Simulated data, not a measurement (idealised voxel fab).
A process module follows: voxel ribs on slabs.
Square cells of 5 nm make up the cross-section cut, whose width is 250 nm.
How to read a cross-section here: the picture is a grid of square cells, written as bands going from the top down, and any band can span one or more rows of cells.
Basically the band line says how high the top is and how high the bottom is, in nm, and then what's in it from left to right, every material with its width in nm. Empty space shows up as "empty", and if a single material carries "all across" it runs the full band edge to edge.
Basically, 0 is our baseline, since under it the wafer straight out of the box is all one material. The bottom band has no lower end and keeps on going down, so it looks like "0 nm and below".
A width given as "30 to 40" starts at the first number in the band's top row and ends at the second number in its bottom row, shifting by an equal amount at every step from row to row.
No cell of the cross-section changed in a step that is given as "no change occurred".
Each empty space that has no open way to the top and spans at least 8 cells appears under "Entrapped voids" as width x height at distance, the distance counted from the left edge, all in nm.
What comes after the settings on a step's line is commentary from the simulator itself on that step.
overlay nm: mask offset rightward from planned place, masked step; negative means leftward offset.
[Planned process steps]
1: RECEIVE | material Si
2: DIRECTIONAL_DEP | material SiO2 | thk nm 20
3: DIRECTIONAL_DEP | material polySi | thk nm 20
4: MASKED_ETCH | tone cover | mask id RIB | width nm 20 | etch materials polySi | depth nm 5 | overlay nm 0
5: DIRECTIONAL_DEP | material aC | thk nm 10
6: PATTERN | tone cover | mask id SLAB | material resist | width nm 80 | thk nm 30 | overlay nm 0
7: DIRECTIONAL_ETCH | etch materials aC | depth nm 10
8: STRIP | etch materials resist
9: DIRECTIONAL_ETCH | etch materials polySi | depth nm 15
10: STRIP | etch materials aC
11: FILL_DEP | material SiO2 | thk nm 30
12: CMP | height nm 60
13: DIRECTIONAL_DEP | material W | thk nm 5
14: MASKED_ETCH | tone cover | mask id HEATER | width nm 30 | etch materials W | depth nm 5 | overlay nm 0
15: CONFORMAL_DEP | material SiN | thk nm 10
[Cross-section of the wafer at receipt, which is the condition after step 1]
* 0 nm and below = Si all across
* Entrapped voids: none
[Here's the wafer cut in cross-section after the module, started and planned just like above, except one thing was done wrong in the run]
* 75 nm to 65 nm = SiN all across
* 65 nm to 60 nm = aC all across
* 60 nm to 40 nm = SiO2 all across
* 40 nm to 35 nm = 115 of SiO2; 20 of polySi; 115 of SiO2
* 35 nm to 20 nm = 85 of SiO2; 80 of polySi; 85 of SiO2
* 20 nm to 0 nm = SiO2 all across
* 0 nm and below = Si all across
* Entrapped voids: none
What was the processing mistake? note that step 13 departed from the planned setting and was carried out as DIRECTIONAL_DEP | material aC | thk nm 5
